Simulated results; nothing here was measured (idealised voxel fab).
Documented hereafter: the process module known as voxel fin reveal.
Section shown: cut. Width: 185 nm. Cell size: 5 nm, square.
Cross-sections here: square-cell grids, written as top-down lists of bands, a band being one or more rows of cells.
What a band's entry tells you: where the top is and where the bottom is, as heights in nm, and after that what lies inside, material by material from left to right, each with its width in nm. Empty space is written as the word "blank", and a single material marked with the word "full width" occupies the band from edge to edge.
Heights are measured from 0, the level below which the as-received wafer is all one material; the lowest band has no bottom and continues downward, written as in "0..down".
Graded width ("30..40"): value in top row of band = first number; value in bottom row = second number; row-to-row change constant.
No cell of the cross-section changed in a step that is given as "no alterations made".
"Sealed internal cavities" - sealed voids, min. 8 cells, no opening to top; format: width x height at distance (distance from left edge; nm throughout).
Heads up: the bit after the settings on a step's line is the simulator's remark on that step.
Regarding "overlay nm": on a step with a mask, it is the distance the mask lay to the right of its planned place; a negative value places it to the left.
Intended process steps:
1: RECEIVE | material Si
2: CONFORMAL_DEP | material SiN | thk nm 5
3: PATTERN | tone cover | mask id FINS | material resist | width nm 15 | pitch nm 40 | thk nm 15 | overlay nm 0
4: DIRECTIONAL_ETCH | etch materials SiN | depth nm 5
5: DIRECTIONAL_ETCH | etch materials Si | depth nm 40
6: STRIP | etch materials resist
7: OXIDIZE | depth nm 5
8: FILL_DEP | material SiO2 | thk nm 5
9: CMP | height nm 5
10: SELECTIVE_ETCH | etch materials SiO2 | depth nm 35
11: STRIP | etch materials SiN
Heads up: all these wafers start the same, and what changes between them is the width nm in step 3. The value you see in the plan is just what the first wafer got.
Cross-section of the first incoming wafer of several, state after step 1:
	0..down = Si full width
	Sealed internal cavities: none
Per-wafer rows below. For each material: cells gained (+) or lost (-) since the wafer was received, as of end of module. Then: closed voids:
width nm 15 | -306 Si | +102 SiO2 | Sealed internal cavities: none
width nm 20 | -279 Si | +93 SiO2 | Sealed internal cavities: none
width nm 25 | -252 Si | +84 SiO2 | Sealed internal cavities: none
